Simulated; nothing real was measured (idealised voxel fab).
Presented below is a process module, voxel tone inversion.
We display cut, a cross-section 205 nm in width whose square cells are each 5 nm.
Reading order for cross-sections: top band down to bottom band. Underlying form: a grid of square cells. Band size: one or more rows of cells.
In this notation a band is specified by the heights of its top and bottom, in that order and in nm, after which its materials appear from left to right, each paired with its width in nm. The word "full width" attached to a single material means that material fills the band from edge to edge; the word "blank" stands for empty space.
The level at which height equals 0 is the one under which the wafer, as it arrives, is entirely one material. No lower edge exists for the bottom band, which continues downward and is notated as in "0 nm and below".
You'd read "30 to 40" like this: the band's top row of cells is as wide as the first number, its bottom row is as wide as the second, and going down, every row changes width by the same amount as the row before did.
Where a step carries "left unchanged", the cross-section came out of it unchanged, cell for cell.
Any empty space of 8 cells or more lacking an open way to the top shows up in "Sealed void list" as width x height at distance, distance from the left edge, in nm.
What comes after the settings on a step's line is commentary from the simulator itself on that step.
A step's line can hold "overlay nm"; with a mask on that step, the setting says how far right of the planned place the mask lay, while a negative setting says it lay to the left.

SO HERE'S THE LINEUP OF PROCESS STEPS WE PLANNED
| 1 | RECEIVE [material Si] |
| 2 | CONFORMAL_DEP [material SiCN] [thk nm 10] |
| 3 | DIRECTIONAL_DEP [material aC] [thk nm 15] |
| 4 | PATTERN [tone cover] [mask id POSTS] [material resist] [width nm 25] [pitch nm 45] [thk nm 20] [overlay nm 0] |
| 5 | DIRECTIONAL_ETCH [etch materials aC] [depth nm 15] |
| 6 | STRIP [etch materials resist] |
| 7 | FILL_DEP [material SiO2] [thk nm 10] |
| 8 | CMP [height nm 25] |
| 9 | STRIP [etch materials aC] |

FIRST OF TWO WAFERS - AS PLANNED

CROSS-SECTION OF THE WAFER UPON ARRIVAL, REPRESENTING THE STATE REACHED AFTER STEP 1
* 0 nm and below: Si full width
* Sealed void list: none

WAFER AFTER STEP 2 (CROSS-SECTION)
* 10 nm to 0 nm: SiCN full width
* Lower than 0, everything is as it was.

WAFER AFTER STEP 3 (CROSS-SECTION)
* 25 nm to 10 nm: aC full width
* Lower than 10, everything is as it was.

WAFER AFTER STEP 4 (CROSS-SECTION)
* 45 nm to 25 nm: 20 of blank, 25 of resist, 20 of blank, 25 of resist, 20 of blank, 25 of resist, 20 of blank, 25 of resist, 25 of blank
* Lower than 25, everything is as it was.

WAFER AFTER STEP 5 (CROSS-SECTION)
* 30 nm to 25 nm: 20 of blank, 25 of resist, 20 of blank, 25 of resist, 20 of blank, 25 of resist, 20 of blank, 25 of resist, 25 of blank
* 25 nm to 10 nm: 20 of blank, 25 of aC, 20 of blank, 25 of aC, 20 of blank, 25 of aC, 20 of blank, 25 of aC, 25 of blank
* Lower than 10, everything is as it was.

WAFER AFTER STEP 6 (CROSS-SECTION)
* 25 nm to 10 nm: 20 of blank, 25 of aC, 20 of blank, 25 of aC, 20 of blank, 25 of aC, 20 of blank, 25 of aC, 25 of blank
* Lower than 10, everything is as it was.

WAFER AFTER STEP 7 (CROSS-SECTION)
* 35 nm to 25 nm: SiO2 full width
* 25 nm to 10 nm: 20 of SiO2, 25 of aC, 20 of SiO2, 25 of aC, 20 of SiO2, 25 of aC, 20 of SiO2, 25 of aC, 25 of SiO2
* Lower than 10, everything is as it was.

WAFER AFTER STEP 8 (CROSS-SECTION)
* 25 nm to 10 nm: 20 of SiO2, 25 of aC, 20 of SiO2, 25 of aC, 20 of SiO2, 25 of aC, 20 of SiO2, 25 of aC, 25 of SiO2
* Lower than 10, everything is as it was.

WAFER AFTER STEP 9 (CROSS-SECTION)
* 25 nm to 10 nm: 20 of SiO2, 25 of blank, 20 of SiO2, 25 of blank, 20 of SiO2, 25 of blank, 20 of SiO2, 25 of blank, 25 of SiO2
* Lower than 10, everything is as it was.

WAFER TWO OF THE PAIR: SAME ORIGIN, SAME PLAN, ONE ERROR DURING THE RUN; IDENTICAL TO WAFER ONE UP TO AND INCLUDING STEP 2

CROSS-SECTION OF THE SECOND WAFER CORRESPONDING TO THE PLANNED CONCLUSION OF STEP 3
* 25 nm to 0 nm: SiCN full width
* Lower than 0, everything is as it was.

CROSS-SECTION OF THE SECOND WAFER CORRESPONDING TO THE PLANNED CONCLUSION OF STEP 4
* 45 nm to 25 nm: 20 of blank, 25 of resist, 20 of blank, 25 of resist, 20 of blank, 25 of resist, 20 of blank, 25 of resist, 25 of blank
* Lower than 25, everything is as it was.

CROSS-SECTION OF THE SECOND WAFER CORRESPONDING TO THE PLANNED CONCLUSION OF STEP 5
* 30 nm to 25 nm: 20 of blank, 25 of resist, 20 of blank, 25 of resist, 20 of blank, 25 of resist, 20 of blank, 25 of resist, 25 of blank
* Lower than 25, everything is as it was.

CROSS-SECTION OF THE SECOND WAFER CORRESPONDING TO THE PLANNED CONCLUSION OF STEP 6
* 25 nm to 0 nm: SiCN full width
* Lower than 0, everything is as it was.

CROSS-SECTION OF THE SECOND WAFER CORRESPONDING TO THE PLANNED CONCLUSION OF STEP 7
* 35 nm to 25 nm: SiO2 full width
* Lower than 25, everything is as it was.

CROSS-SECTION OF THE SECOND WAFER CORRESPONDING TO THE PLANNED CONCLUSION OF STEP 8
* 25 nm to 0 nm: SiCN full width
* Lower than 0, everything is as it was.

Cross-section of the second wafer corresponding to the planned conclusion of step 9: left unchanged
The mistake made against the process plan was this: step 3 was processed under conditions differing from the plan, specifically as DIRECTIONAL_DEP [material SiCN] [thk nm 15]
End check, counted in cells, second wafer has more or fewer of these materials than the first: 123 more of SiCN; 63 fewer of SiO2
